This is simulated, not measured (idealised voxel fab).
The process module that follows is named voxel transistor to metal.
Pictured: cross-section cut, 200 nm wide, on a grid of 5 nm square cells.
A cross-section is a grid of square cells, given in bands from the top down. A band is one or more rows of cells. For a band, the entry starts with two heights in nm, that of the top and then that of the bottom, and carries on with the band's materials in order from left to right, each alongside its width in nm; the word "edge to edge" beside a single material means it fills the band edge to edge, and "empty" means empty space. Zero point of the height axis is 0; under it, received wafer = one material. Lowest band: continues down indefinitely, "z 0 and below". Read "30->40" as a graded width: first number on top, second number at the bottom, same change between each pair of neighbouring rows. It should be understood that the words "nothing was modified", when stated for a given step, signify that the cross-section underwent no change in any of its cells during that step. Basically, "Non-vented voids" tells you about the enclosed voids: empty spaces with no open way to the top, 8 cells or bigger, each written width x height at distance, where distance is from the left edge, all in nm. What comes after the settings on a step's line is commentary from the simulator itself on that step. overlay nm, on a step with a mask: how far to the right of its planned place the mask lay; to the left if negative.
-- The planned process steps are enumerated hereunder
1,RECEIVE with material Si
2,CONFORMAL_DEP with material SiO2, thk nm 5
3,CONFORMAL_DEP with material SiN, thk nm 15
4,DIRECTIONAL_DEP with material aC, thk nm 10
5,PATTERN with tone cover, mask id ACTIVE, material resist, width nm 110, thk nm 25, overlay nm 0
6,DIRECTIONAL_ETCH with etch materials aC, depth nm 10
7,STRIP with etch materials resist
8,DIRECTIONAL_ETCH with etch materials SiN, depth nm 15
9,DIRECTIONAL_ETCH with etch materials SiO2, depth nm 5
10,DIRECTIONAL_ETCH with etch materials Si, depth nm 25
11,STRIP with etch materials aC
12,FILL_DEP with material SiO2, thk nm 10
13,CMP with height nm 20
14,SELECTIVE_ETCH with etch materials SiO2, depth nm 5
15,STRIP with etch materials SiN
16,SELECTIVE_ETCH with etch materials SiO2, depth nm 5
17,OXIDIZE with depth nm 5
18,DIRECTIONAL_DEP with material polySi, thk nm 20
19,DIRECTIONAL_DEP with material SiCN, thk nm 10
20,MASKED_ETCH with tone cover, mask id GATE, width nm 20, etch materials SiCN, depth nm 20, overlay nm 0
21,MASKED_ETCH with tone cover, mask id GATE, width nm 20, etch materials polySi, depth nm 30, overlay nm 0
22,CONFORMAL_DEP with material SiO2, thk nm 5
23,DIRECTIONAL_ETCH with etch materials SiO2, depth nm 5
24,CONFORMAL_DEP with material SiN, thk nm 5
25,DIRECTIONAL_ETCH with etch materials SiN, depth nm 5
26,DIRECTIONAL_ETCH with etch materials SiO2, depth nm 5
27,DIRECTIONAL_ETCH with etch materials Si, depth nm 5
28,EPI with material pSi, thk nm 5
29,FILL_DEP with material SiO2, thk nm 5
30,CMP with height nm 30
31,DIRECTIONAL_DEP with material SiO2, thk nm 15
32,PATTERN with tone open, mask id CONTACT, material resist, width nm 20, pitch nm 80, thk nm 20, overlay nm 0
33,DIRECTIONAL_ETCH with etch materials SiO2, depth nm 50
34,STRIP with etch materials resist
35,CONFORMAL_DEP with material TiN, thk nm 5
36,FILL_DEP with material W, thk nm 10
37,CMP with height nm 45
38,DIRECTIONAL_DEP with material TiN, thk nm 5
39,DIRECTIONAL_DEP with material Ru, thk nm 15
40,MASKED_ETCH with tone cover, mask id METAL_1, width nm 20, pitch nm 80, etch materials Ru, depth nm 15, overlay nm 0
41,MASKED_ETCH with tone cover, mask id METAL_1, width nm 20, pitch nm 80, etch materials TiN, depth nm 5, overlay nm 0
42,FILL_DEP with material lowk, thk nm 10
43,CMP with height nm 65
44,CONFORMAL_DEP with material SiCN, thk nm 5
45,DIRECTIONAL_DEP with material lowk, thk nm 35
46,PATTERN with tone open, mask id METAL_2_HOLES, material resist, width nm 15, pitch nm 80, thk nm 20, overlay nm 0
47,DIRECTIONAL_ETCH with etch materials lowk, depth nm 35
48,STRIP with etch materials resist
49,PATTERN with tone open, mask id METAL_2, material resist, width nm 20, pitch nm 80, thk nm 20, overlay nm 0
50,DIRECTIONAL_ETCH with etch materials lowk, depth nm 20
51,DIRECTIONAL_ETCH with etch materials SiCN, depth nm 5
52,STRIP with etch materials resist
53,CONFORMAL_DEP with material TiN, thk nm 5
54,FILL_DEP with material Ru, thk nm 10
55,CMP with height nm 105
56,CONFORMAL_DEP with material SiCN, thk nm 5
-- So this is the incoming wafer in cross-section - it's already been through step 1
  z 0 and below = Si edge to edge
  Non-vented voids: none
-- Post-module cross-section: identical start and plan to those above, one misstep in execution
  z 110 to 105 = SiCN edge to edge
  z 105 to 90 = 40 of lowk / 5 of TiN / 15 of Ru / 5 of TiN / 55 of lowk / 5 of TiN / 15 of Ru / 5 of TiN / 55 of lowk
  z 90 to 85 = 40 of lowk / 15 of TiN / 5 of Ru / 5 of TiN / 55 of lowk / 15 of TiN / 5 of Ru / 5 of TiN / 55 of lowk
  z 85 to 75 = 50 of lowk / 5 of TiN / 5 of Ru / 5 of TiN / 65 of lowk / 5 of TiN / 5 of Ru / 5 of TiN / 55 of lowk
  z 75 to 70 = 50 of lowk / 15 of TiN / 65 of lowk / 15 of TiN / 55 of lowk
  z 70 to 65 = 50 of SiCN / 10 of TiN / 70 of SiCN / 10 of TiN / 60 of SiCN
  z 65 to 50 = 50 of lowk / 20 of Ru / 60 of lowk / 20 of Ru / 50 of lowk
  z 50 to 45 = 50 of lowk / 20 of TiN / 60 of lowk / 20 of TiN / 50 of lowk
  z 45 to 30 = 50 of SiO2 / 5 of TiN / 10 of W / 5 of TiN / 60 of SiO2 / 5 of TiN / 10 of W / 5 of TiN / 50 of SiO2
  z 30 to 20 = 50 of SiO2 / 5 of TiN / 10 of W / 5 of TiN / 10 of SiO2 / 5 of SiN / 5 of SiO2 / 20 of SiCN / 5 of SiO2 / 5 of SiN / 10 of SiO2 / 5 of TiN / 10 of W / 5 of TiN / 50 of SiO2
  z 20 to 10 = 50 of SiO2 / 5 of TiN / 10 of W / 5 of TiN / 10 of SiO2 / 5 of SiN / 5 of SiO2 / 20 of polySi / 5 of SiO2 / 5 of SiN / 10 of SiO2 / 5 of TiN / 10 of W / 5 of TiN / 50 of SiO2
  z 10 to 0 = 45 of SiO2 / 5 of SiN / 5->10 of TiN / 10->5 of W / 5 of TiN / 10 of SiO2 / 5 of SiN / 5 of SiO2 / 20 of polySi / 5 of SiO2 / 5 of SiN / 10 of SiO2 / 5 of TiN / 10->5 of W / 5->10 of TiN / 5 of SiN / 45 of SiO2
  z 0 to -5 = 50 of SiO2 / 5 of pSi / 15 of TiN / 5 of SiO2 / 5 of pSi / 40 of SiO2 / 5 of pSi / 5 of SiO2 / 15 of TiN / 5 of pSi / 50 of SiO2
  z -5 to -10 = 45 of SiO2 / 5 of Si / 30 of pSi / 40 of Si / 30 of pSi / 5 of Si / 45 of SiO2
  z -10 to -25 = 45 of SiO2 / 110 of Si / 45 of SiO2
  z -25 and below = Si edge to edge
  Non-vented voids: none
Short version of what went wrong: in deviation from the planned setting, step 49 was conducted as PATTERN with tone open, mask id METAL_2, material resist, width nm 20, pitch nm 80, thk nm 20, overlay nm -10
